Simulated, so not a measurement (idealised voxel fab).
Presented below is a process module, voxel self aligned vias.
This is section cut - it's 215 nm across, gridded in 5 nm square cells.
For the purposes of this document, a cross-section shall be understood as a grid of square cells, specified as bands listed in top-to-bottom order, each band consisting of one or more rows of cells.
First you get the band's top height and its bottom height, in nm, and then the materials it's made of, left to right, with each width in nm. If you see a single material with "all across", that one covers the band edge to edge. "air" is empty space.
Below 0: as-received wafer, all one material; heights counted from there. Lowest band: no bottom, goes on down, written "0 and below".
So if you see something like "30 to 40" for the width, read it as the top row of the band sitting at the first number and the bottom row at the second, with every row in between moving by the same amount as the last.
"everything unchanged" means the step left every cell of the cross-section as it was.
Empty spaces without an open route to the top, at least 8 cells in extent, make up the entry "Closed void table"; each is given as width x height at distance, where the distance is measured from the left edge, and all are in nm.
after a step's settings: what the simulator itself notes on the step
overlay nm, on a step with a mask: how far to the right of its planned place the mask lay; to the left if negative
The planned process steps are enumerated hereunder:
- 1: RECEIVE,material Si
- 2: CONFORMAL_DEP,material SiO2,thk nm 15
- 3: CONFORMAL_DEP,material SiCN,thk nm 5
- 4: DIRECTIONAL_DEP,material SiO2,thk nm 30
- 5: DIRECTIONAL_DEP,material aC,thk nm 15
- 6: PATTERN,tone open,mask id LINES,material resist,width nm 25,pitch nm 65,thk nm 30,overlay nm 0
- 7: DIRECTIONAL_ETCH,etch materials aC,depth nm 15
- 8: STRIP,etch materials resist
- 9: DIRECTIONAL_ETCH,etch materials SiO2,depth nm 30
- 10: STRIP,etch materials aC
- 11: CONFORMAL_DEP,material TiN,thk nm 5
- 12: FILL_DEP,material Ru,thk nm 5
- 13: CMP,height nm 50
- 14: SELECTIVE_ETCH,etch materials W Ru TiN,depth nm 5
- 15: FILL_DEP,material SiN,thk nm 10
- 16: CMP,height nm 50
- 17: DIRECTIONAL_DEP,material SiO2,thk nm 20
- 18: PATTERN,tone open,mask id VIAS,material resist,width nm 35,pitch nm 65,thk nm 15,overlay nm 0
- 19: DIRECTIONAL_ETCH,etch materials SiO2,depth nm 20
- 20: DIRECTIONAL_ETCH,etch materials SiN,depth nm 5
- 21: STRIP,etch materials resist
- 22: CONFORMAL_DEP,material TiN,thk nm 5
- 23: FILL_DEP,material W,thk nm 10
- 24: CMP,height nm 70
- 25: CONFORMAL_DEP,material SiCN,thk nm 5
The first of a set of two wafers, run to plan:
So this is the incoming wafer in cross-section - it's already been through step 1:
> 0 and below  Si all across
> Closed void table: none
Take a look at the wafer's cross-section after step 2:
> 15 down to 0  SiO2 all across
> Under 0: no change, same as before.
Take a look at the wafer's cross-section after step 3:
> 20 down to 15  SiCN all across
> Under 15: no change, same as before.
Take a look at the wafer's cross-section after step 4:
> 50 down to 20  SiO2 all across
> Under 20: no change, same as before.
Take a look at the wafer's cross-section after step 5:
> 65 down to 50  aC all across
> Under 50: no change, same as before.
Take a look at the wafer's cross-section after step 6:
> 95 down to 65  resist 30 | air 25 | resist 40 | air 25 | resist 40 | air 25 | resist 30
> Under 65: no change, same as before.
Take a look at the wafer's cross-section after step 7:
> 80 down to 65  resist 30 | air 25 | resist 40 | air 25 | resist 40 | air 25 | resist 30
> 65 down to 50  aC 30 | air 25 | aC 40 | air 25 | aC 40 | air 25 | aC 30
> Under 50: no change, same as before.
Take a look at the wafer's cross-section after step 8:
> 65 down to 50  aC 30 | air 25 | aC 40 | air 25 | aC 40 | air 25 | aC 30
> Under 50: no change, same as before.
Take a look at the wafer's cross-section after step 9:
> 65 down to 50  aC 30 | air 25 | aC 40 | air 25 | aC 40 | air 25 | aC 30
> 50 down to 20  SiO2 30 | air 25 | SiO2 40 | air 25 | SiO2 40 | air 25 | SiO2 30
> Under 20: no change, same as before.
Take a look at the wafer's cross-section after step 10:
> 50 down to 20  SiO2 30 | air 25 | SiO2 40 | air 25 | SiO2 40 | air 25 | SiO2 30
> Under 20: no change, same as before.
Take a look at the wafer's cross-section after step 11:
> 55 down to 50  TiN 35 | air 15 | TiN 50 | air 15 | TiN 50 | air 15 | TiN 35
> 50 down to 25  SiO2 30 | TiN 5 | air 15 | TiN 5 | SiO2 40 | TiN 5 | air 15 | TiN 5 | SiO2 40 | TiN 5 | air 15 | TiN 5 | SiO2 30
> 25 down to 20  SiO2 30 | TiN 25 | SiO2 40 | TiN 25 | SiO2 40 | TiN 25 | SiO2 30
> Under 20: no change, same as before.
Take a look at the wafer's cross-section after step 12:
> 60 down to 55  Ru all across
> 55 down to 50  TiN 35 | Ru 15 | TiN 50 | Ru 15 | TiN 50 | Ru 15 | TiN 35
> 50 down to 25  SiO2 30 | TiN 5 | Ru 15 | TiN 5 | SiO2 40 | TiN 5 | Ru 15 | TiN 5 | SiO2 40 | TiN 5 | Ru 15 | TiN 5 | SiO2 30
> Under 25: no change, same as before.
Take a look at the wafer's cross-section after step 13:
> 50 down to 25  SiO2 30 | TiN 5 | Ru 15 | TiN 5 | SiO2 40 | TiN 5 | Ru 15 | TiN 5 | SiO2 40 | TiN 5 | Ru 15 | TiN 5 | SiO2 30
> Under 25: no change, same as before.
Take a look at the wafer's cross-section after step 14:
> 50 down to 45  SiO2 30 | air 25 | SiO2 40 | air 25 | SiO2 40 | air 25 | SiO2 30
> Under 45: no change, same as before.
Take a look at the wafer's cross-section after step 15:
> 60 down to 50  SiN all across
> 50 down to 45  SiO2 30 | SiN 25 | SiO2 40 | SiN 25 | SiO2 40 | SiN 25 | SiO2 30
> Under 45: no change, same as before.
Take a look at the wafer's cross-section after step 16:
> 50 down to 45  SiO2 30 | SiN 25 | SiO2 40 | SiN 25 | SiO2 40 | SiN 25 | SiO2 30
> Under 45: no change, same as before.
Take a look at the wafer's cross-section after step 17:
> 70 down to 50  SiO2 all across
> Under 50: no change, same as before.
Take a look at the wafer's cross-section after step 18:
> 85 down to 70  resist 25 | air 35 | resist 30 | air 35 | resist 30 | air 35 | resist 25
> Under 70: no change, same as before.
Take a look at the wafer's cross-section after step 19:
> 85 down to 70  resist 25 | air 35 | resist 30 | air 35 | resist 30 | air 35 | resist 25
> 70 down to 50  SiO2 25 | air 35 | SiO2 30 | air 35 | SiO2 30 | air 35 | SiO2 25
> Under 50: no change, same as before.
Take a look at the wafer's cross-section after step 20:
> 85 down to 70  resist 25 | air 35 | resist 30 | air 35 | resist 30 | air 35 | resist 25
> 70 down to 50  SiO2 25 | air 35 | SiO2 30 | air 35 | SiO2 30 | air 35 | SiO2 25
> 50 down to 45  SiO2 30 | air 25 | SiO2 40 | air 25 | SiO2 40 | air 25 | SiO2 30
> Under 45: no change, same as before.
Take a look at the wafer's cross-section after step 21:
> 70 down to 50  SiO2 25 | air 35 | SiO2 30 | air 35 | SiO2 30 | air 35 | SiO2 25
> Under 50: no change, same as before.
Take a look at the wafer's cross-section after step 22:
> 75 down to 70  TiN 30 | air 25 | TiN 40 | air 25 | TiN 40 | air 25 | TiN 30
> 70 down to 55  SiO2 25 | TiN 5 | air 25 | TiN 5 | SiO2 30 | TiN 5 | air 25 | TiN 5 | SiO2 30 | TiN 5 | air 25 | TiN 5 | SiO2 25
> 55 down to 50  SiO2 25 | TiN 10 | air 15 | TiN 10 | SiO2 30 | TiN 10 | air 15 | TiN 10 | SiO2 30 | TiN 10 | air 15 | TiN 10 | SiO2 25
> 50 down to 45  SiO2 30 | TiN 25 | SiO2 40 | TiN 25 | SiO2 40 | TiN 25 | SiO2 30
> Under 45: no change, same as before.
Take a look at the wafer's cross-section after step 23:
> 85 down to 75  W all across
> 75 down to 70  TiN 30 | W 25 | TiN 40 | W 25 | TiN 40 | W 25 | TiN 30
> 70 down to 55  SiO2 25 | TiN 5 | W 25 | TiN 5 | SiO2 30 | TiN 5 | W 25 | TiN 5 | SiO2 30 | TiN 5 | W 25 | TiN 5 | SiO2 25
> 55 down to 50  SiO2 25 | TiN 10 | W 15 | TiN 10 | SiO2 30 | TiN 10 | W 15 | TiN 10 | SiO2 30 | TiN 10 | W 15 | TiN 10 | SiO2 25
> Under 50: no change, same as before.
Take a look at the wafer's cross-section after step 24:
> 70 down to 55  SiO2 25 | TiN 5 | W 25 | TiN 5 | SiO2 30 | TiN 5 | W 25 | TiN 5 | SiO2 30 | TiN 5 | W 25 | TiN 5 | SiO2 25
> Under 55: no change, same as before.
Take a look at the wafer's cross-section after step 25:
> 75 down to 70  SiCN all across
> Under 70: no change, same as before.
Wafer two of two - same starting point, same process plan, one mistake in execution; matches wafer one up to and including step 17:
Second wafer: cross-section at the scheduled end of step 18:
> 85 down to 70  resist 20 | air 35 | resist 30 | air 35 | resist 30 | air 35 | resist 30
> Under 70: no change, same as before.
Second wafer: cross-section at the scheduled end of step 19:
> 85 down to 70  resist 20 | air 35 | resist 30 | air 35 | resist 30 | air 35 | resist 30
> 70 down to 50  SiO2 20 | air 35 | SiO2 30 | air 35 | SiO2 30 | air 35 | SiO2 30
> Under 50: no change, same as before.
Second wafer: cross-section at the scheduled end of step 20:
> 85 down to 70  resist 20 | air 35 | resist 30 | air 35 | resist 30 | air 35 | resist 30
> 70 down to 50  SiO2 20 | air 35 | SiO2 30 | air 35 | SiO2 30 | air 35 | SiO2 30
> 50 down to 45  SiO2 30 | air 25 | SiO2 40 | air 25 | SiO2 40 | air 25 | SiO2 30
> Under 45: no change, same as before.
Second wafer: cross-section at the scheduled end of step 21:
> 70 down to 50  SiO2 20 | air 35 | SiO2 30 | air 35 | SiO2 30 | air 35 | SiO2 30
> Under 50: no change, same as before.
Second wafer: cross-section at the scheduled end of step 22:
> 75 down to 70  TiN 25 | air 25 | TiN 40 | air 25 | TiN 40 | air 25 | TiN 35
> 70 down to 55  SiO2 20 | TiN 5 | air 25 | TiN 5 | SiO2 30 | TiN 5 | air 25 | TiN 5 | SiO2 30 | TiN 5 | air 25 | TiN 5 | SiO2 30
> 55 down to 50  SiO2 20 | TiN 15 | air 15 | TiN 5 | SiO2 30 | TiN 15 | air 15 | TiN 5 | SiO2 30 | TiN 15 | air 15 | TiN 5 | SiO2 30
> 50 down to 45  SiO2 30 | TiN 25 | SiO2 40 | TiN 25 | SiO2 40 | TiN 25 | SiO2 30
> Under 45: no change, same as before.
Second wafer: cross-section at the scheduled end of step 23:
> 85 down to 75  W all across
> 75 down to 70  TiN 25 | W 25 | TiN 40 | W 25 | TiN 40 | W 25 | TiN 35
> 70 down to 55  SiO2 20 | TiN 5 | W 25 | TiN 5 | SiO2 30 | TiN 5 | W 25 | TiN 5 | SiO2 30 | TiN 5 | W 25 | TiN 5 | SiO2 30
> 55 down to 50  SiO2 20 | TiN 15 | W 15 | TiN 5 | SiO2 30 | TiN 15 | W 15 | TiN 5 | SiO2 30 | TiN 15 | W 15 | TiN 5 | SiO2 30
> Under 50: no change, same as before.
Second wafer: cross-section at the scheduled end of step 24:
> 70 down to 55  SiO2 20 | TiN 5 | W 25 | TiN 5 | SiO2 30 | TiN 5 | W 25 | TiN 5 | SiO2 30 | TiN 5 | W 25 | TiN 5 | SiO2 30
> Under 55: no change, same as before.
Second wafer: cross-section at the scheduled end of step 25:
> 75 down to 70  SiCN all across
> Under 70: no change, same as before.
What went wrong in running the wafer? step 18 ran with different settings than intended, the actual operation and settings being PATTERN,tone open,mask id VIAS,material resist,width nm 35,pitch nm 65,thk nm 15,overlay nm -5
At the end, the second wafer has the same number of cells of each material as the first, but those cells sit in other places.
